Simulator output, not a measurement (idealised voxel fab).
process module | voxel capacitor over wiring
cross-section cut | 225 nm wide | cells 5 nm
A cross-section is a grid of square cells, given in bands from the top down. A band is one or more rows of cells.
Each band's line starts with the height of the band's top and of its bottom, in nm. Then come its materials from left to right, each with its width in nm. One material with "throughout" fills the band from edge to edge. "air" is empty space.
Height 0 is the level under which the wafer as received is all one material. The lowest band goes on downwards, as in "0 down".
A width such as "30 to 40" changes by the same amount from each row of cells to the next, from the band's top row to its bottom row.
"no change" after a step means that no cell of the cross-section changed.
closed voids: empty space of 8 cells or more with no open way to the top, each as width x height at its distance from the left edge, in nm
after a step's settings: what the simulator itself notes on the step
overlay nm, on a step with a mask: how far to the right of its planned place the mask lay; to the left if negative
plan
1 op RECEIVE | material Si
2 op CONFORMAL_DEP | material SiO2 | thk nm 15
3 op CONFORMAL_DEP | material SiCN | thk nm 5
4 op DIRECTIONAL_DEP | material SiO2 | thk nm 20
5 op PATTERN | tone open | mask id METAL_1 | material resist | width nm 30 | pitch nm 95 | thk nm 15 | overlay nm 0
6 op DIRECTIONAL_ETCH | etch materials SiO2 | depth nm 20
7 op DIRECTIONAL_ETCH | etch materials SiCN | depth nm 5
8 op STRIP | etch materials resist
9 op CONFORMAL_DEP | material TiN | thk nm 5
10 op FILL_DEP | material Cu | thk nm 10
11 op CMP | height nm 40
12 op EPI | material Ru | thk nm 5
13 op FILL_DEP | material SiCN | thk nm 5
14 op DIRECTIONAL_DEP | material lowk | thk nm 15
15 op MASKED_ETCH | tone open | mask id PLUG_1 | width nm 15 | etch materials lowk | depth nm 15 | overlay nm 0
16 op MASKED_ETCH | tone open | mask id PLUG_1 | width nm 15 | etch materials SiCN | depth nm 5 | overlay nm 0
17 op CONFORMAL_DEP | material TiN | thk nm 5
18 op FILL_DEP | material Ru | thk nm 10
19 op CMP | height nm 65
20 op DIRECTIONAL_DEP | material TiN | thk nm 5
21 op DIRECTIONAL_DEP | material SiN | thk nm 5
22 op DIRECTIONAL_DEP | material TiN | thk nm 10
23 op PATTERN | tone cover | mask id UPPER_PLATE | material resist | width nm 70 | thk nm 15 | overlay nm 0
24 op DIRECTIONAL_ETCH | etch materials TiN | depth nm 10
25 op DIRECTIONAL_ETCH | etch materials SiN | depth nm 5
26 op STRIP | etch materials resist
27 op PATTERN | tone cover | mask id LOWER_PLATE | material resist | width nm 80 | thk nm 20 | overlay nm 0
28 op DIRECTIONAL_ETCH | etch materials TiN | depth nm 5
29 op STRIP | etch materials resist
30 op FILL_DEP | material SiO2 | thk nm 20
31 op CMP | height nm 100
32 op DIRECTIONAL_DEP | material aC | thk nm 10
33 op PATTERN | tone open | mask id PLUG_2 | material resist | width nm 15 | thk nm 30 | overlay nm 0
34 op DIRECTIONAL_ETCH | etch materials aC | depth nm 10
35 op STRIP | etch materials resist
36 op DIRECTIONAL_ETCH | etch materials SiO2 | depth nm 15
37 op STRIP | etch materials aC
38 op CONFORMAL_DEP | material TiN | thk nm 5
39 op FILL_DEP | material W | thk nm 5
40 op CMP | height nm 100
41 op CONFORMAL_DEP | material SiCN | thk nm 5
as received, after step 1
  0 down: Si throughout
  closed voids: none
first wafer at the end, as planned
  105 to 100: SiCN throughout
  100 to 90: SiO2 75 | TiN 5 | W 5 | TiN 5 | SiO2 135
  90 to 85: SiO2 75 | TiN 15 | SiO2 135
  85 to 75: SiO2 65 | TiN 70 | SiO2 90
  75 to 70: SiO2 65 | SiN 70 | SiO2 90
  70 to 65: SiO2 60 | TiN 80 | SiO2 85
  65 to 50: lowk 65 | TiN 5 | Ru 5 | TiN 5 | lowk 145
  50 to 45: SiCN 65 | TiN 15 | SiCN 145
  45 to 40: SiCN 45 | Ru 40 | SiCN 55 | Ru 40 | SiCN 45
  40 to 20: SiO2 50 | TiN 5 | Cu 20 | TiN 5 | SiO2 65 | TiN 5 | Cu 20 | TiN 5 | SiO2 50
  20 to 15: SiCN 50 | TiN 30 | SiCN 65 | TiN 30 | SiCN 50
  15 to 0: SiO2 throughout
  0 down: Si throughout
  closed voids: none
second wafer at the end: like start, like plan, one mistake
  105 to 100: SiCN throughout
  100 to 90: SiO2 75 | TiN 5 | W 5 | TiN 5 | SiO2 135
  90 to 85: SiO2 75 | TiN 15 | SiO2 135
  85 to 75: SiO2 65 | TiN 70 | SiO2 90
  75 to 70: SiO2 65 | SiN 70 | SiO2 90
  70 to 65: SiO2 60 | TiN 80 | SiO2 85
  65 to 55: Ru throughout
  55 to 50: TiN 70 | Ru 5 | TiN 150
  50 to 45: SiCN 65 | TiN 15 | SiCN 145
  45 to 40: SiCN 45 | Ru 40 | SiCN 55 | Ru 40 | SiCN 45
  40 to 20: SiO2 50 | TiN 5 | Cu 20 | TiN 5 | SiO2 65 | TiN 5 | Cu 20 | TiN 5 | SiO2 50
  20 to 15: SiCN 50 | TiN 30 | SiCN 65 | TiN 30 | SiCN 50
  15 to 0: SiO2 throughout
  0 down: Si throughout
  closed voids: none
what went wrong: step 14 was left out
at the end the second wafer has, in cells: 88 more of Ru | 38 more of TiN | 126 fewer of lowk
